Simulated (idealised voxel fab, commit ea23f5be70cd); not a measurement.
This is a process module. Its name is voxel capacitor over wiring.
Pictured: cross-section cut, 175 nm wide, on a grid of 5 nm square cells.
The cross-sections in this document take the form of a grid made of square cells. They are written out as bands, in order from top to bottom. Each band consists of one or more rows of cells. Read a band's entry like this: the first values are the height of its top and the height of its bottom in nm, and what follows is the sequence of materials from left to right, each with its width in nm. Note that "empty" is empty space, and that a single material marked "everywhere" reaches across the band from edge to edge. Beneath 0, the wafer as received is one material, and that level is where height counting begins. The lowest band goes on downward without a bottom; it is written like "top 0, no bottom". Width: "30 to 40" (first number = top row, second number = bottom row, same change from row to row of cells). Take "no change occurred" at face value: in the step it is given for, the cross-section changed in none of its cells. So "Non-vented voids" is basically the list of trapped voids: any empty space of 8 cells or more that can't reach the top through an opening. They're written width x height at distance, the distance being from the left edge, and it's all nm. What comes after the settings on a step's line is commentary from the simulator itself on that step. A step's line can hold "overlay nm"; with a mask on that step, the setting says how far right of the planned place the mask lay, while a negative setting says it lay to the left.

### Intended process steps
step 1: op RECEIVE | material Si
step 2: op CONFORMAL_DEP | material SiO2 | thk nm 15
step 3: op CONFORMAL_DEP | material SiCN | thk nm 5
step 4: op DIRECTIONAL_DEP | material SiO2 | thk nm 15
step 5: op PATTERN | tone open | mask id METAL_1 | material resist | width nm 25 | pitch nm 80 | thk nm 20 | overlay nm 0
step 6: op DIRECTIONAL_ETCH | etch materials SiO2 | depth nm 15
step 7: op DIRECTIONAL_ETCH | etch materials SiCN | depth nm 5
step 8: op STRIP | etch materials resist
step 9: op CONFORMAL_DEP | material TiN | thk nm 5
step 10: op FILL_DEP | material W | thk nm 10
step 11: op CMP | height nm 35
step 12: op CONFORMAL_DEP | material SiCN | thk nm 5
step 13: op DIRECTIONAL_DEP | material lowk | thk nm 20
step 14: op DIRECTIONAL_DEP | material aC | thk nm 15
step 15: op PATTERN | tone open | mask id PLUG_1 | material resist | width nm 15 | thk nm 35 | overlay nm 0
step 16: op DIRECTIONAL_ETCH | etch materials aC | depth nm 15
step 17: op STRIP | etch materials resist
step 18: op DIRECTIONAL_ETCH | etch materials lowk | depth nm 20
step 19: op DIRECTIONAL_ETCH | etch materials SiCN | depth nm 5
step 20: op STRIP | etch materials aC
step 21: op EPI | material Ru | thk nm 10
step 22: op EPI | material Ru | thk nm 10
step 23: op EPI | material Ru | thk nm 5
step 24: op DIRECTIONAL_DEP | material TiN | thk nm 10
step 25: op DIRECTIONAL_DEP | material Al2O3 | thk nm 5
step 26: op DIRECTIONAL_DEP | material TiN | thk nm 5
step 27: op PATTERN | tone cover | mask id UPPER_PLATE | material resist | width nm 60 | thk nm 20 | overlay nm 0
step 28: op DIRECTIONAL_ETCH | etch materials TiN | depth nm 5
step 29: op DIRECTIONAL_ETCH | etch materials Al2O3 | depth nm 5
step 30: op STRIP | etch materials resist
step 31: op DIRECTIONAL_DEP | material aC | thk nm 5
step 32: op PATTERN | tone cover | mask id LOWER_PLATE | material resist | width nm 70 | thk nm 30 | overlay nm 0
step 33: op DIRECTIONAL_ETCH | etch materials aC | depth nm 10
step 34: op STRIP | etch materials resist
step 35: op DIRECTIONAL_ETCH | etch materials TiN | depth nm 10
step 36: op STRIP | etch materials aC
step 37: op FILL_DEP | material SiO2 | thk nm 20
step 38: op CMP | height nm 95
step 39: op MASKED_ETCH | tone open | mask id PLUG_2 | width nm 15 | etch materials SiO2 | depth nm 15 | overlay nm 0
step 40: op CONFORMAL_DEP | material TiN | thk nm 5
step 41: op FILL_DEP | material Ru | thk nm 5
step 42: op CMP | height nm 95
step 43: op CONFORMAL_DEP | material SiCN | thk nm 5
The wafers are alike at the start. At step 31, their thk nm differs. The plan lists the first wafer's value.

### Cross-section of the first of several wafers on receipt, reflecting completion of step 1
> top 0, no bottom = Si everywhere
> Non-vented voids: none

### wafer rows; end of module; cells per material since receipt: (+) gained, (-) lost; then closed voids
thk nm 5, +12 Al2O3, +17 Ru, +92 SiCN, +364 SiO2, +69 TiN, +18 W, +128 lowk, Non-vented voids: none
thk nm 10, +12 Al2O3, +17 Ru, +92 SiCN, +364 SiO2, +69 TiN, +18 W, +128 lowk, Non-vented voids: none
thk nm 15, +12 Al2O3, +17 Ru, +92 SiCN, +322 SiO2, +111 TiN, +18 W, +128 lowk, Non-vented voids: none
thk nm 20, +12 Al2O3, +17 Ru, +92 SiCN, +322 SiO2, +111 TiN, +18 W, +128 lowk, Non-vented voids: none
thk nm 25, +12 Al2O3, +17 Ru, +92 SiCN, +322 SiO2, +111 TiN, +18 W, +128 lowk, Non-vented voids: none
